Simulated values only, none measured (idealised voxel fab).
voxel capacitor over wiring: a process module
Square cells of 5 nm make up the cross-section cut, whose width is 225 nm.
Notation: cross-section as square-cell grid; stated in bands, top first, going down; one or more cell rows per band. Heads up on the band format: heights come first, top then bottom, in nm. After that it's the materials left to right, each with its width in nm. A single material flagged "edge to edge" fills the whole band edge to edge, and "air" means there's empty space there. All heights in this document are referenced to 0, defined as the level beneath which the wafer, as received, consists entirely of one material. The lowest band is not bounded below; it extends indefinitely downward and is written in the form "z 0 and below". Width "30..40": first value at the band's top row of cells, second value at its bottom row, equal change from row to row. Reading "nothing got changed" for a step: not a cell of the cross-section changed in it. Entry "Closed cavities". Content: empty spaces with no open connection to the top, size 8 cells or greater. Each: width x height at distance. Distance: from left edge. Unit: nm. Where a step's line continues beyond its settings, the continuation is a remark by the simulator itself on that step. A step line may carry the setting "overlay nm", which, for steps involving a mask, states the distance by which the mask lay to the right of its intended position; negative values denote displacement to the left. Note on reading: below, each pair holds a cross-section from before one process step and one from after it; the one from after shows only down to the lowest band that changed. Beneath the pair, the step in between is stated along with its settings. The pairs can stem from different runs of this module on the same starting wafer. Where a pair's entry headed "Pre-process state" says so, and only there, that pair continues from the pair above it.
-- Pre-process state
    z 35 to 25 = lowk 45 nm  SiCN 5 nm  W 25 nm  SiCN 5 nm  lowk 60 nm  SiCN 5 nm  W 25 nm  SiCN 5 nm  lowk 50 nm
    z 25 to 20 = SiCN 50 nm  W 25 nm  SiCN 70 nm  W 25 nm  SiCN 55 nm
    z 20 to 0 = SiO2 edge to edge
    z 0 and below = Si edge to edge
    Closed cavities: none
-- Result of Step
    z 40 to 35 = SiCN edge to edge
    Under the height 35 nothing was changed.
    Closed cavities: none
Applied between the two views above: CONFORMAL_DEP (material SiCN; thk nm 5)
Pre-process state: This step starts from the configuration shown after the step in the pair immediately above.
-- Result of Step
    z 55 to 40 = lowk edge to edge
    Under the height 40 nothing was changed.
    Closed cavities: none
Applied between the two views above: DIRECTIONAL_DEP (material lowk; thk nm 15)
Pre-process state: This step starts from the configuration shown after the step in the pair immediately above.
-- Result of Step
    z 75 to 55 = resist 60 nm  air 15 nm  resist 150 nm
    Under the height 55 nothing was changed.
    Closed cavities: none
Applied between the two views above: PATTERN (tone open; mask id PLUG_1; material resist; width nm 15; thk nm 20; overlay nm 0)
Pre-process state: This step starts from the configuration shown after the step in the pair immediately above.
-- Result of Step
    z 75 to 55 = resist 60 nm  air 15 nm  resist 150 nm
    z 55 to 40 = lowk 60 nm  air 15 nm  lowk 150 nm
    Under the height 40 nothing was changed.
    Closed cavities: none
Applied between the two views above: DIRECTIONAL_ETCH (etch materials lowk; depth nm 15)
Pre-process state: This step starts from the configuration shown after the step in the pair immediately above.
-- Result of Step
    z 75 to 55 = resist 60 nm  air 15 nm  resist 150 nm
    z 55 to 40 = lowk 60 nm  air 15 nm  lowk 150 nm
    z 40 to 35 = SiCN 60 nm  air 15 nm  SiCN 150 nm
    Under the height 35 nothing was changed.
    Closed cavities: none
Applied between the two views above: DIRECTIONAL_ETCH (etch materials SiCN; depth nm 5)
Pre-process state: This step starts from the configuration shown after the step in the pair immediately above.
-- Result of Step
    z 55 to 40 = lowk 60 nm  air 15 nm  lowk 150 nm
    Under the height 40 nothing was changed.
    Closed cavities: none
Applied between the two views above: STRIP (etch materials resist)
Pre-process state: This step starts from the configuration shown after the step in the pair immediately above.
-- Result of Step
    z 60 to 55 = TiN 65 nm  air 5 nm  TiN 155 nm
    z 55 to 40 = lowk 60 nm  TiN 5 nm  air 5 nm  TiN 5 nm  lowk 150 nm
    z 40 to 35 = SiCN 60 nm  TiN 15 nm  SiCN 150 nm
    Under the height 35 nothing was changed.
    Closed cavities: none
Applied between the two views above: CONFORMAL_DEP (material TiN; thk nm 5)
Pre-process state: This step starts from the configuration shown after the step in the pair immediately above.
-- Result of Step
    z 70 to 60 = Ru edge to edge
    z 60 to 55 = TiN 65 nm  Ru 5 nm  TiN 155 nm
    z 55 to 40 = lowk 60 nm  TiN 5 nm  Ru 5 nm  TiN 5 nm  lowk 150 nm
    Under the height 40 nothing was changed.
    Closed cavities: none
Applied between the two views above: FILL_DEP (material Ru; thk nm 10)
Pre-process state: This step starts from the configuration shown after the step in the pair immediately above.
-- Result of Step
    z 55 to 40 = lowk 60 nm  TiN 5 nm  Ru 5 nm  TiN 5 nm  lowk 150 nm
    Under the height 40 nothing was changed.
    Closed cavities: none
Applied between the two views above: CMP (height nm 55)
Pre-process state: This step starts from the configuration shown after the step in the pair immediately above.
-- Result of Step
    z 60 to 55 = TiN edge to edge
    Under the height 55 nothing was changed.
    Closed cavities: none
Applied between the two views above: DIRECTIONAL_DEP (material TiN; thk nm 5)
Pre-process state: This step starts from the configuration shown after the step in the pair immediately above.
-- Result of Step
    z 65 to 60 = SiN edge to edge
    Under the height 60 nothing was changed.
    Closed cavities: none
Applied between the two views above: DIRECTIONAL_DEP (material SiN; thk nm 5)
Pre-process state: This step starts from the configuration shown after the step in the pair immediately above.
-- Result of Step
    z 70 to 65 = TiN edge to edge
    Under the height 65 nothing was changed.
    Closed cavities: none
Applied between the two views above: DIRECTIONAL_DEP (material TiN; thk nm 5)
Pre-process state: This step starts from the configuration shown after the step in the pair immediately above.
-- Result of Step
    z 85 to 70 = air 60 nm  resist 75 nm  air 90 nm
    Under the height 70 nothing was changed.
    Closed cavities: none
Applied between the two views above: PATTERN (tone cover; mask id UPPER_PLATE; material resist; width nm 75; thk nm 15; overlay nm 0)
Pre-process state: This step starts from the configuration shown after the step in the pair immediately above.
-- Result of Step
    z 85 to 70 = air 60 nm  resist 75 nm  air 90 nm
    z 70 to 65 = air 60 nm  TiN 75 nm  air 90 nm
    Under the height 65 nothing was changed.
    Closed cavities: none
Applied between the two views above: DIRECTIONAL_ETCH (etch materials TiN; depth nm 5)
Pre-process state: This step starts from the configuration shown after the step in the pair immediately above.
-- Result of Step
    z 85 to 70 = air 60 nm  resist 75 nm  air 90 nm
    z 70 to 65 = air 60 nm  TiN 75 nm  air 90 nm
    z 65 to 60 = air 60 nm  SiN 75 nm  air 90 nm
    Under the height 60 nothing was changed.
    Closed cavities: none
Applied between the two views above: DIRECTIONAL_ETCH (etch materials SiN; depth nm 5)
Pre-process state: This step starts from the configuration shown after the step in the pair immediately above.
-- Result of Step
    z 70 to 65 = air 60 nm  TiN 75 nm  air 90 nm
    Under the height 65 nothing was changed.
    Closed cavities: none
Applied between the two views above: STRIP (etch materials resist)
Pre-process state: This step starts from the configuration shown after the step in the pair immediately above.
-- Result of Step
    z 70 to 65 = air 60 nm  TiN 75 nm  air 90 nm
    z 65 to 60 = air 60 nm  SiN 75 nm  air 90 nm
    z 60 to 55 = air 55 nm  TiN 85 nm  air 85 nm
    Under the height 55 nothing was changed.
    Closed cavities: none
Applied between the two views above: MASKED_ETCH (tone cover; mask id LOWER_PLATE; width nm 85; etch materials TiN; depth nm 5; overlay nm 0)
Pre-process state: This step starts from the configuration shown after the step in the pair immediately above.
-- Result of Step
    z 90 to 70 = SiO2 edge to edge
    z 70 to 65 = SiO2 60 nm  TiN 75 nm  SiO2 90 nm
    z 65 to 60 = SiO2 60 nm  SiN 75 nm  SiO2 90 nm
    z 60 to 55 = SiO2 55 nm  TiN 85 nm  SiO2 85 nm
    Under the height 55 nothing was changed.
    Closed cavities: none
Applied between the two views above: FILL_DEP (material SiO2; thk nm 20)
Pre-process state: This step starts from the configuration shown after the step in the pair immediately above.
-- Result of Step
    z 85 to 70 = SiO2 edge to edge
    Under the height 70 nothing was changed.
    Closed cavities: none
Applied between the two views above: CMP (height nm 85)
Pre-process state: This step starts from the configuration shown after the step in the pair immediately above.
-- Result of Step
    z 85 to 70 = SiO2 70 nm  air 15 nm  SiO2 140 nm
    Under the height 70 nothing was changed.
    Closed cavities: none
Applied between the two views above: MASKED_ETCH (tone open; mask id PLUG_2; width nm 15; etch materials SiO2; depth nm 15; overlay nm 0)
Pre-process state: This step starts from the configuration shown after the step in the pair immediately above.
-- Result of Step
    z 90 to 85 = TiN 75 nm  air 5 nm  TiN 145 nm
    z 85 to 75 = SiO2 70 nm  TiN 5 nm  air 5 nm  TiN 5 nm  SiO2 140 nm
    z 75 to 65 = SiO2 70..60 nm  TiN 15..75 nm  SiO2 140..90 nm
    Under the height 65 nothing was changed.
    Closed cavities: none
Applied between the two views above: CONFORMAL_DEP (material TiN; thk nm 5)
Pre-process state: This step starts from the configuration shown after the step in the pair immediately above.
-- Result of Step
    z 100 to 90 = Ru edge to edge
    z 90 to 85 = TiN 75 nm  Ru 5 nm  TiN 145 nm
    z 85 to 75 = SiO2 70 nm  TiN 5 nm  Ru 5 nm  TiN 5 nm  SiO2 140 nm
    Under the height 75 nothing was changed.
    Closed cavities: none
Applied between the two views above: FILL_DEP (material Ru; thk nm 10)
Pre-process state: This step starts from the configuration shown after the step in the pair immediately above.
-- Result of Step
    z 85 to 75 = SiO2 70 nm  TiN 5 nm  Ru 5 nm  TiN 5 nm  SiO2 140 nm
    Under the height 75 nothing was changed.
    Closed cavities: none
Applied between the two views above: CMP (height nm 85)
Pre-process state: This step starts from the configuration shown after the step in the pair immediately above.
-- Result of Step
    z 90 to 85 = SiN edge to edge
    Under the height 85 nothing was changed.
    Closed cavities: none
Applied between the two views above: CONFORMAL_DEP (material SiN; thk nm 5)
-- Pre-process state
    z 85 to 70 = SiO2 edge to edge
    z 70 to 65 = SiO2 60 nm  TiN 75 nm  SiO2 90 nm
    z 65 to 60 = SiO2 60 nm  SiN 75 nm  SiO2 90 nm
    z 60 to 55 = SiO2 55 nm  TiN 85 nm  SiO2 85 nm
    z 55 to 40 = lowk 60 nm  TiN 5 nm  Ru 5 nm  TiN 5 nm  lowk 150 nm
    z 40 to 35 = SiCN 60 nm  TiN 15 nm  SiCN 150 nm
    z 35 to 20 = lowk 45 nm  SiCN 5 nm  W 25 nm  SiCN 5 nm  lowk 60 nm  SiCN 5 nm  W 25 nm  SiCN 5 nm  lowk 50 nm
    z 20 to 15 = SiCN 50 nm  TiN 25 nm  SiCN 70 nm  TiN 25 nm  SiCN 55 nm
    z 15 to 0 = SiO2 edge to edge
    z 0 and below = Si edge to edge
    Closed cavities: none
-- Result of Step
    z 85 to 70 = air 70 nm  SiO2 15 nm  air 140 nm
    Under the height 70 nothing was changed.
    Closed cavities: none
Applied between the two views above: MASKED_ETCH (tone cover; mask id PLUG_2; width nm 15; etch materials SiO2; depth nm 15; overlay nm 0)
Pre-process state: This step starts from the configuration shown after the step in the pair immediately above.
-- Result of Step
    z 90 to 85 = air 65 nm  TiN 25 nm  air 135 nm
    z 85 to 75 = air 65 nm  TiN 5 nm  SiO2 15 nm  TiN 5 nm  air 135 nm
    z 75 to 70 = TiN 70 nm  SiO2 15 nm  TiN 140 nm
    Under the height 70 nothing was changed.
    Closed cavities: none
Applied between the two views above: CONFORMAL_DEP (material TiN; thk nm 5)
Pre-process state: This step starts from the configuration shown after the step in the pair immediately above.
-- Result of Step
    z 100 to 90 = Ru edge to edge
    z 90 to 85 = Ru 65 nm  TiN 25 nm  Ru 135 nm
    z 85 to 75 = Ru 65 nm  TiN 5 nm  SiO2 15 nm  TiN 5 nm  Ru 135 nm
    Under the height 75 nothing was changed.
    Closed cavities: none
Applied between the two views above: FILL_DEP (material Ru; thk nm 10)
Pre-process state: This step starts from the configuration shown after the step in the pair immediately above.
-- Result of Step
    z 85 to 75 = Ru 65 nm  TiN 5 nm  SiO2 15 nm  TiN 5 nm  Ru 135 nm
    Under the height 75 nothing was changed.
    Closed cavities: none
Applied between the two views above: CMP (height nm 85)
Pre-process state: This step starts from the configuration shown after the step in the pair immediately above.
-- Result of Step
    z 90 to 85 = SiN edge to edge
    Under the height 85 nothing was changed.
    Closed cavities: none
Applied between the two views above: CONFORMAL_DEP (material SiN; thk nm 5)
